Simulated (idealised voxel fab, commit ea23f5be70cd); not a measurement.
The document below concerns the process module designated voxel capacitor over wiring.
The cross-section shown here is cut; it is 200 nm wide and divided into square cells measuring 5 nm on a side.
Format of a cross-section: grid, square cells. Given as bands. Order: top down. Band: one or more rows of cells. This entry defines a band. It first specifies the height of the band's top and the height of its bottom in nm, and then specifies the band's materials from left to right, stating each material with its width in nm. The word "edge to edge" identifies a single material that fills the band from edge to edge, while the word "empty" identifies empty space. Ref level 0: as-received wafer is one material below here. Bottom band extends down with no lower bound ("0 down"). You'd read "30->40" like this: the band's top row of cells is as wide as the first number, its bottom row is as wide as the second, and going down, every row changes width by the same amount as the row before did. Reading "stayed the same" for a step: not a cell of the cross-section changed in it. "Fully sealed cavities" means: voids of 8 cells or more that are shut off from the top with no open way through. Written width x height at distance, distance from the left edge, in nm. On each step's line, the part that comes after the settings is the simulator's own comment on the step. "overlay nm" answers the question of how far to the right of plan the mask lay on a step that has a mask, and when it is negative the answer is to the left.

PLANNED PROCESS STEPS
1. RECEIVE | material Si
2. CONFORMAL_DEP | material SiO2 | thk nm 15
3. DIRECTIONAL_DEP | material TiN | thk nm 5
4. DIRECTIONAL_DEP | material Ru | thk nm 15
5. MASKED_ETCH | tone cover | mask id METAL_1 | width nm 25 | pitch nm 85 | etch materials Ru | depth nm 15 | overlay nm 0
6. MASKED_ETCH | tone cover | mask id METAL_1 | width nm 25 | pitch nm 85 | etch materials TiN | depth nm 5 | overlay nm 0
7. FILL_DEP | material lowk | thk nm 10
8. CMP | height nm 35
9. CONFORMAL_DEP | material SiCN | thk nm 5
10. DIRECTIONAL_DEP | material lowk | thk nm 20
11. MASKED_ETCH | tone open | mask id PLUG_1 | width nm 15 | etch materials lowk | depth nm 20 | overlay nm 0
12. MASKED_ETCH | tone open | mask id PLUG_1 | width nm 15 | etch materials SiCN | depth nm 5 | overlay nm 0
13. EPI | material Ru | thk nm 10
14. EPI | material Ru | thk nm 10
15. EPI | material Ru | thk nm 5
16. DIRECTIONAL_DEP | material TiN | thk nm 10
17. DIRECTIONAL_DEP | material Al2O3 | thk nm 5
18. DIRECTIONAL_DEP | material TiN | thk nm 5
19. PATTERN | tone cover | mask id UPPER_PLATE | material resist | width nm 65 | thk nm 15 | overlay nm 0
20. DIRECTIONAL_ETCH | etch materials TiN | depth nm 5
21. DIRECTIONAL_ETCH | etch materials Al2O3 | depth nm 5
22. STRIP | etch materials resist
23. PATTERN | tone cover | mask id LOWER_PLATE | material resist | width nm 75 | thk nm 20 | overlay nm 0
24. DIRECTIONAL_ETCH | etch materials TiN | depth nm 10
25. STRIP | etch materials resist
26. FILL_DEP | material SiO2 | thk nm 15
27. CMP | height nm 90
28. DIRECTIONAL_DEP | material aC | thk nm 15
29. PATTERN | tone open | mask id PLUG_2 | material resist | width nm 15 | thk nm 30 | overlay nm 0
30. DIRECTIONAL_ETCH | etch materials aC | depth nm 15
31. STRIP | etch materials resist
32. DIRECTIONAL_ETCH | etch materials SiO2 | depth nm 10
33. STRIP | etch materials aC
34. CONFORMAL_DEP | material TiN | thk nm 5
35. FILL_DEP | material W | thk nm 10
36. CMP | height nm 90
37. CONFORMAL_DEP | material SiCN | thk nm 5

AS-RECEIVED STATE OF THE WAFER IN CROSS-SECTION, EQUIVALENT TO POST-STEP 1
	0 down = Si edge to edge
	Fully sealed cavities: none

THE FOLLOWING CROSS-SECTION DEPICTS THE WAFER UPON CONCLUSION OF THE MODULE. PROCESSING COMMENCED FROM THE STARTING CONDITION ILLUSTRATED ABOVE AND ADHERED TO THE PLAN ILLUSTRATED ABOVE, SAVE FOR ONE MISTAKE IN EXECUTION
	95 to 90 = SiCN edge to edge
	90 to 85 = SiO2 (65), then TiN (5), then W (5), then TiN (5), then SiO2 (120)
	85 to 75 = SiO2 (65->55), then TiN (15->65), then SiO2 (120->80)
	75 to 70 = SiO2 (55), then Al2O3 (65), then SiO2 (80)
	70 to 60 = SiO2 (50), then TiN (75), then SiO2 (75)
	60 to 40 = lowk (55), then Ru (15), then lowk (130)
	40 to 35 = SiCN (55), then Ru (15), then SiCN (130)
	35 to 20 = lowk (45), then Ru (25), then lowk (60), then Ru (25), then lowk (45)
	20 to 15 = SiCN edge to edge
	15 to 0 = SiO2 edge to edge
	0 down = Si edge to edge
	Fully sealed cavities: none
Here's what went sideways: the process deviated at step 3: the operation and settings actually run there were DIRECTIONAL_DEP | material SiCN | thk nm 5
